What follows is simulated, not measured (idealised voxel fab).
Presented below is a process module, voxel gate over fins.
For reference, the cross-section in this document is cut, with width 240 nm and square cells of 5 nm.
For the purposes of this document, a cross-section shall be understood as a grid of square cells, specified as bands listed in top-to-bottom order, each band consisting of one or more rows of cells.
For a band, the entry starts with two heights in nm, that of the top and then that of the bottom, and carries on with the band's materials in order from left to right, each alongside its width in nm; the word "edge to edge" beside a single material means it fills the band edge to edge, and "blank" means empty space.
Note: height 0 marks the level under which the wafer is uniformly one material as received. Lowest band unbounded below, written "0..down".
Read "30..40" as a graded width: first number on top, second number at the bottom, same change between each pair of neighbouring rows.
"nothing altered" for a step: no cell of the cross-section changed in that step.
Each empty space that has no open way to the top and spans at least 8 cells appears under "Enclosed empty spaces" as width x height at distance, the distance counted from the left edge, all in nm.
That trailing text on a step's line, after the settings, is the simulator's own remark on the step.
A step's line can hold "overlay nm"; with a mask on that step, the setting says how far right of the planned place the mask lay, while a negative setting says it lay to the left.

The steps planned for the process are as follows
1: RECEIVE (material Si)
2: CONFORMAL_DEP (material SiN; thk nm 10)
3: PATTERN (tone cover; mask id FINS; material resist; width nm 15; pitch nm 35; thk nm 15; overlay nm 0)
4: DIRECTIONAL_ETCH (etch materials SiN; depth nm 10)
5: DIRECTIONAL_ETCH (etch materials Si; depth nm 40)
6: STRIP (etch materials resist)
7: FILL_DEP (material SiO2; thk nm 10)
8: CMP (height nm 10)
9: SELECTIVE_ETCH (etch materials SiO2; depth nm 20)
10: STRIP (etch materials SiN)
11: CONFORMAL_DEP (material HfO2; thk nm 5)
12: CONFORMAL_DEP (material TiN; thk nm 5)
13: CONFORMAL_DEP (material TiAl; thk nm 5)
14: CONFORMAL_DEP (material TiN; thk nm 5)
15: FILL_DEP (material W; thk nm 10)
16: CMP (height nm 25)
17: CONFORMAL_DEP (material SiCN; thk nm 10)

First of two wafers: run as planned

The cross-section here shows the wafer as received, i.e. in its state after step 1
- 0..down | Si edge to edge
- Enclosed empty spaces: none

Cross-sectional representation of the wafer at the conclusion of step 2
- 10..0 | SiN edge to edge
- Rest of section, below 0: as before.

Cross-sectional representation of the wafer at the conclusion of step 3
- 25..10 | blank 75, resist 15, blank 20, resist 15, blank 20, resist 15, blank 80
- Rest of section, below 10: as before.

Cross-sectional representation of the wafer at the conclusion of step 4
- 25..10 | blank 75, resist 15, blank 20, resist 15, blank 20, resist 15, blank 80
- 10..0 | blank 75, SiN 15, blank 20, SiN 15, blank 20, SiN 15, blank 80
- Rest of section, below 0: as before.

Cross-sectional representation of the wafer at the conclusion of step 5
- 25..10 | blank 75, resist 15, blank 20, resist 15, blank 20, resist 15, blank 80
- 10..0 | blank 75, SiN 15, blank 20, SiN 15, blank 20, SiN 15, blank 80
- 0..-40 | blank 75, Si 15, blank 20, Si 15, blank 20, Si 15, blank 80
- Rest of section, below -40: as before.

Cross-sectional representation of the wafer at the conclusion of step 6
- 10..0 | blank 75, SiN 15, blank 20, SiN 15, blank 20, SiN 15, blank 80
- Rest of section, below 0: as before.

Cross-sectional representation of the wafer at the conclusion of step 7
- 20..10 | SiO2 edge to edge
- 10..0 | SiO2 75, SiN 15, SiO2 20, SiN 15, SiO2 20, SiN 15, SiO2 80
- 0..-40 | SiO2 75, Si 15, SiO2 20, Si 15, SiO2 20, Si 15, SiO2 80
- Rest of section, below -40: as before.

Cross-sectional representation of the wafer at the conclusion of step 8
- 10..0 | SiO2 75, SiN 15, SiO2 20, SiN 15, SiO2 20, SiN 15, SiO2 80
- Rest of section, below 0: as before.

Cross-sectional representation of the wafer at the conclusion of step 9
- 10..0 | blank 75, SiN 15, blank 20, SiN 15, blank 20, SiN 15, blank 80
- 0..-10 | blank 75, Si 15, blank 20, Si 15, blank 20, Si 15, blank 80
- Rest of section, below -10: as before.

Cross-sectional representation of the wafer at the conclusion of step 10
- 0..-10 | blank 75, Si 15, blank 20, Si 15, blank 20, Si 15, blank 80
- Rest of section, below -10: as before.

Cross-sectional representation of the wafer at the conclusion of step 11
- 5..0 | blank 70, HfO2 25, blank 10, HfO2 25, blank 10, HfO2 25, blank 75
- 0..-5 | blank 70, HfO2 5, Si 15, HfO2 5, blank 10, HfO2 5, Si 15, HfO2 5, blank 10, HfO2 5, Si 15, HfO2 5, blank 75
- -5..-10 | HfO2 75, Si 15, HfO2 20, Si 15, HfO2 20, Si 15, HfO2 80
- Rest of section, below -10: as before.

Cross-sectional representation of the wafer at the conclusion of step 12
- 10..5 | blank 65, TiN 105, blank 70
- 5..0 | blank 65, TiN 5, HfO2 25, TiN 10, HfO2 25, TiN 10, HfO2 25, TiN 5, blank 70
- 0..-5 | TiN 70, HfO2 5, Si 15, HfO2 5, TiN 10, HfO2 5, Si 15, HfO2 5, TiN 10, HfO2 5, Si 15, HfO2 5, TiN 75
- Rest of section, below -5: as before.

Cross-sectional representation of the wafer at the conclusion of step 13
- 15..10 | blank 60, TiAl 115, blank 65
- 10..5 | blank 60, TiAl 5, TiN 105, TiAl 5, blank 65
- 5..0 | TiAl 65, TiN 5, HfO2 25, TiN 10, HfO2 25, TiN 10, HfO2 25, TiN 5, TiAl 70
- Rest of section, below 0: as before.

Cross-sectional representation of the wafer at the conclusion of step 14
- 20..15 | blank 55, TiN 125, blank 60
- 15..10 | blank 55, TiN 5, TiAl 115, TiN 5, blank 60
- 10..5 | TiN 60, TiAl 5, TiN 105, TiAl 5, TiN 65
- Rest of section, below 5: as before.

Cross-sectional representation of the wafer at the conclusion of step 15
- 30..20 | W edge to edge
- 20..15 | W 55, TiN 125, W 60
- 15..10 | W 55, TiN 5, TiAl 115, TiN 5, W 60
- Rest of section, below 10: as before.

Cross-sectional representation of the wafer at the conclusion of step 16
- 25..20 | W edge to edge
- Rest of section, below 20: as before.

Cross-sectional representation of the wafer at the conclusion of step 17
- 35..25 | SiCN edge to edge
- Rest of section, below 25: as before.

Second wafer: same start and same plan as the first, one execution error; identical to the first through step 2

Cross-section of the second wafer at the time step 3 of the plan should have ended
- 25..10 | blank 75, resist 20, blank 15, resist 20, blank 15, resist 20, blank 75
- Rest of section, below 10: as before.

Cross-section of the second wafer at the time step 4 of the plan should have ended
- 25..10 | blank 75, resist 20, blank 15, resist 20, blank 15, resist 20, blank 75
- 10..0 | blank 75, SiN 20, blank 15, SiN 20, blank 15, SiN 20, blank 75
- Rest of section, below 0: as before.

Cross-section of the second wafer at the time step 5 of the plan should have ended
- 25..10 | blank 75, resist 20, blank 15, resist 20, blank 15, resist 20, blank 75
- 10..0 | blank 75, SiN 20, blank 15, SiN 20, blank 15, SiN 20, blank 75
- 0..-40 | blank 75, Si 20, blank 15, Si 20, blank 15, Si 20, blank 75
- Rest of section, below -40: as before.

Cross-section of the second wafer at the time step 6 of the plan should have ended
- 10..0 | blank 75, SiN 20, blank 15, SiN 20, blank 15, SiN 20, blank 75
- Rest of section, below 0: as before.

Cross-section of the second wafer at the time step 7 of the plan should have ended
- 20..10 | SiO2 edge to edge
- 10..0 | SiO2 75, SiN 20, SiO2 15, SiN 20, SiO2 15, SiN 20, SiO2 75
- 0..-40 | SiO2 75, Si 20, SiO2 15, Si 20, SiO2 15, Si 20, SiO2 75
- Rest of section, below -40: as before.

Cross-section of the second wafer at the time step 8 of the plan should have ended
- 10..0 | SiO2 75, SiN 20, SiO2 15, SiN 20, SiO2 15, SiN 20, SiO2 75
- Rest of section, below 0: as before.

Cross-section of the second wafer at the time step 9 of the plan should have ended
- 10..0 | blank 75, SiN 20, blank 15, SiN 20, blank 15, SiN 20, blank 75
- 0..-10 | blank 75, Si 20, blank 15, Si 20, blank 15, Si 20, blank 75
- Rest of section, below -10: as before.

Cross-section of the second wafer at the time step 10 of the plan should have ended
- 0..-10 | blank 75, Si 20, blank 15, Si 20, blank 15, Si 20, blank 75
- Rest of section, below -10: as before.

Cross-section of the second wafer at the time step 11 of the plan should have ended
- 5..0 | blank 70, HfO2 30, blank 5, HfO2 30, blank 5, HfO2 30, blank 70
- 0..-5 | blank 70, HfO2 5, Si 20, HfO2 5, blank 5, HfO2 5, Si 20, HfO2 5, blank 5, HfO2 5, Si 20, HfO2 5, blank 70
- -5..-10 | HfO2 75, Si 20, HfO2 15, Si 20, HfO2 15, Si 20, HfO2 75
- Rest of section, below -10: as before.

Cross-section of the second wafer at the time step 12 of the plan should have ended
- 10..5 | blank 65, TiN 110, blank 65
- 5..0 | blank 65, TiN 5, HfO2 30, TiN 5, HfO2 30, TiN 5, HfO2 30, TiN 5, blank 65
- 0..-5 | TiN 70, HfO2 5, Si 20, HfO2 5, TiN 5, HfO2 5, Si 20, HfO2 5, TiN 5, HfO2 5, Si 20, HfO2 5, TiN 70
- Rest of section, below -5: as before.

Cross-section of the second wafer at the time step 13 of the plan should have ended
- 15..10 | blank 60, TiAl 120, blank 60
- 10..5 | blank 60, TiAl 5, TiN 110, TiAl 5, blank 60
- 5..0 | TiAl 65, TiN 5, HfO2 30, TiN 5, HfO2 30, TiN 5, HfO2 30, TiN 5, TiAl 65
- Rest of section, below 0: as before.

Cross-section of the second wafer at the time step 14 of the plan should have ended
- 20..15 | blank 55, TiN 130, blank 55
- 15..10 | blank 55, TiN 5, TiAl 120, TiN 5, blank 55
- 10..5 | TiN 60, TiAl 5, TiN 110, TiAl 5, TiN 60
- Rest of section, below 5: as before.

Cross-section of the second wafer at the time step 15 of the plan should have ended
- 30..20 | W edge to edge
- 20..15 | W 55, TiN 130, W 55
- 15..10 | W 55, TiN 5, TiAl 120, TiN 5, W 55
- Rest of section, below 10: as before.

Cross-section of the second wafer at the time step 16 of the plan should have ended
- 25..20 | W edge to edge
- Rest of section, below 20: as before.

Cross-section of the second wafer at the time step 17 of the plan should have ended
- 35..25 | SiCN edge to edge
- Rest of section, below 25: as before.
It is concluded that the wafer was processed incorrectly with respect to the plan, in that the process deviated at step 3: the operation and settings actually run there were PATTERN (tone cover; mask id FINS; material resist; width nm 20; pitch nm 35; thk nm 15; overlay nm 0)
Bottom line after processing is that, in cells, the second wafer is up or down on some materials versus the first: +24 Si | -18 SiO2 | -4 TiN | -2 W
